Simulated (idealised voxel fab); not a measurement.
Proc. module: voxel double patterning
Cross-section cut: width 210 nm, square cells of 5 nm.
Square cells in a grid make up a cross-section in this document, and the grid is given as bands, listed from the top down, each one or more rows of cells. Look at the band entry: it leads with the top's height and the bottom's height in nm. Then it lists the materials left to right, with a width in nm for each. The word "everywhere" on a single material says that material fills the band edge to edge. The word "air" is empty space. The level at which height equals 0 is the one under which the wafer, as it arrives, is entirely one material. No lower edge exists for the bottom band, which continues downward and is notated as in "z 0 and below". When a width is written as two numbers, as in "30 to 40", the first number is the width in the top row of cells of the band and the second is the width in its bottom row, and the width changes by the same amount from each row to the next. Step note "nothing was modified" = no cross-section cell changed. "Fully closed voids": sealed empty spaces, 8 cells or more, no open way to top, listed width x height at distance, with distance from the left edge and width, height and distance in nm. On a step's line, text after the settings is the simulator commenting on that step. overlay nm: how far to the right of its planned place the mask lay on this masked step (negative: to the left).

# Process steps foreseen in the plan
1) RECEIVE with material Si
2) CONFORMAL_DEP with material SiO2, thk nm 10
3) DIRECTIONAL_DEP with material polySi, thk nm 10
4) DIRECTIONAL_DEP with material SiN, thk nm 5
5) PATTERN with tone open, mask id FIRST, material resist, width nm 15, pitch nm 50, thk nm 15, overlay nm 0
6) DIRECTIONAL_ETCH with etch materials SiN, depth nm 5
7) STRIP with etch materials resist
8) DIRECTIONAL_DEP with material aC, thk nm 10
9) PATTERN with tone open, mask id SECOND, material resist, width nm 15, pitch nm 50, thk nm 25, overlay nm 0
10) DIRECTIONAL_ETCH with etch materials aC, depth nm 10
11) STRIP with etch materials resist
12) DIRECTIONAL_ETCH with etch materials SiN, depth nm 5
13) STRIP with etch materials aC
14) DIRECTIONAL_ETCH with etch materials polySi, depth nm 10
15) STRIP with etch materials SiN

# First of two wafers, with the run carried out as planned

# The cross-section here shows the wafer as received, i.e. in its state after step 1
    z 0 and below: Si everywhere
    Fully closed voids: none

# After step 2, in cross-section
    z 10 to 0: SiO2 everywhere
    Beneath the level 0, the cross-section is identical to its previous state.

# After step 3, in cross-section
    z 20 to 10: polySi everywhere
    Beneath the level 10, the cross-section is identical to its previous state.

# After step 4, in cross-section
    z 25 to 20: SiN everywhere
    Beneath the level 20, the cross-section is identical to its previous state.

# After step 5, in cross-section
    z 40 to 25: 45 nm resist; 15 nm air; 35 nm resist; 15 nm air; 35 nm resist; 15 nm air; 50 nm resist
    Beneath the level 25, the cross-section is identical to its previous state.

# After step 6, in cross-section
    z 40 to 25: 45 nm resist; 15 nm air; 35 nm resist; 15 nm air; 35 nm resist; 15 nm air; 50 nm resist
    z 25 to 20: 45 nm SiN; 15 nm air; 35 nm SiN; 15 nm air; 35 nm SiN; 15 nm air; 50 nm SiN
    Beneath the level 20, the cross-section is identical to its previous state.

# After step 7, in cross-section
    z 25 to 20: 45 nm SiN; 15 nm air; 35 nm SiN; 15 nm air; 35 nm SiN; 15 nm air; 50 nm SiN
    Beneath the level 20, the cross-section is identical to its previous state.

# After step 8, in cross-section
    z 35 to 30: 45 nm aC; 15 nm air; 35 nm aC; 15 nm air; 35 nm aC; 15 nm air; 50 nm aC
    z 30 to 25: aC everywhere
    z 25 to 20: 45 nm SiN; 15 nm aC; 35 nm SiN; 15 nm aC; 35 nm SiN; 15 nm aC; 50 nm SiN
    Beneath the level 20, the cross-section is identical to its previous state.

# After step 9, in cross-section
    z 60 to 35: 70 nm resist; 15 nm air; 35 nm resist; 15 nm air; 75 nm resist
    z 35 to 30: 45 nm aC; 15 nm resist; 35 nm aC; 15 nm resist; 35 nm aC; 15 nm resist; 50 nm aC
    Beneath the level 30, the cross-section is identical to its previous state.

# After step 10, in cross-section
    z 50 to 35: 70 nm resist; 15 nm air; 35 nm resist; 15 nm air; 75 nm resist
    z 35 to 30: 45 nm aC; 15 nm resist; 10 nm aC; 15 nm air; 10 nm aC; 15 nm resist; 10 nm aC; 15 nm air; 10 nm aC; 15 nm resist; 50 nm aC
    z 30 to 25: 70 nm aC; 15 nm air; 35 nm aC; 15 nm air; 75 nm aC
    Beneath the level 25, the cross-section is identical to its previous state.

# After step 11, in cross-section
    z 35 to 30: 45 nm aC; 15 nm air; 10 nm aC; 15 nm air; 10 nm aC; 15 nm air; 10 nm aC; 15 nm air; 10 nm aC; 15 nm air; 50 nm aC
    Beneath the level 30, the cross-section is identical to its previous state.

# After step 12, in cross-section
    z 35 to 30: 45 nm aC; 15 nm air; 10 nm aC; 15 nm air; 10 nm aC; 15 nm air; 10 nm aC; 15 nm air; 10 nm aC; 15 nm air; 50 nm aC
    z 30 to 25: 70 nm aC; 15 nm air; 35 nm aC; 15 nm air; 75 nm aC
    z 25 to 20: 45 nm SiN; 15 nm aC; 10 nm SiN; 15 nm air; 10 nm SiN; 15 nm aC; 10 nm SiN; 15 nm air; 10 nm SiN; 15 nm aC; 50 nm SiN
    Beneath the level 20, the cross-section is identical to its previous state.

# After step 13, in cross-section
    z 25 to 20: 45 nm SiN; 15 nm air; 10 nm SiN; 15 nm air; 10 nm SiN; 15 nm air; 10 nm SiN; 15 nm air; 10 nm SiN; 15 nm air; 50 nm SiN
    Beneath the level 20, the cross-section is identical to its previous state.

# After step 14, in cross-section
    z 25 to 20: 45 nm SiN; 15 nm air; 10 nm SiN; 15 nm air; 10 nm SiN; 15 nm air; 10 nm SiN; 15 nm air; 10 nm SiN; 15 nm air; 50 nm SiN
    z 20 to 10: 45 nm polySi; 15 nm air; 10 nm polySi; 15 nm air; 10 nm polySi; 15 nm air; 10 nm polySi; 15 nm air; 10 nm polySi; 15 nm air; 50 nm polySi
    Beneath the level 10, the cross-section is identical to its previous state.

# After step 15, in cross-section
    z 20 to 10: 45 nm polySi; 15 nm air; 10 nm polySi; 15 nm air; 10 nm polySi; 15 nm air; 10 nm polySi; 15 nm air; 10 nm polySi; 15 nm air; 50 nm polySi
    Beneath the level 10, the cross-section is identical to its previous state.

# Second of two: same start, same plan, one run error; steps up to and including 13 match the first

# Cross-section of the second wafer at the time by which step 14 should have been completed according to the plan
    z 25 to 20: 45 nm SiN; 15 nm air; 10 nm SiN; 15 nm air; 10 nm SiN; 15 nm air; 10 nm SiN; 15 nm air; 10 nm SiN; 15 nm air; 50 nm SiN
    z 20 to 15: 45 nm polySi; 15 nm air; 10 nm polySi; 15 nm air; 10 nm polySi; 15 nm air; 10 nm polySi; 15 nm air; 10 nm polySi; 15 nm air; 50 nm polySi
    Beneath the level 15, the cross-section is identical to its previous state.

# Cross-section of the second wafer at the time by which step 15 should have been completed according to the plan
    z 20 to 15: 45 nm polySi; 15 nm air; 10 nm polySi; 15 nm air; 10 nm polySi; 15 nm air; 10 nm polySi; 15 nm air; 10 nm polySi; 15 nm air; 50 nm polySi
    Beneath the level 15, the cross-section is identical to its previous state.
In executing the process, a mistake was made relative to the plan: step 14, actual vs plan mismatch, actual run DIRECTIONAL_ETCH with etch materials polySi, depth nm 5
At the finish, the second wafer shows more or fewer cells for some materials than the first does: 15 more of polySi
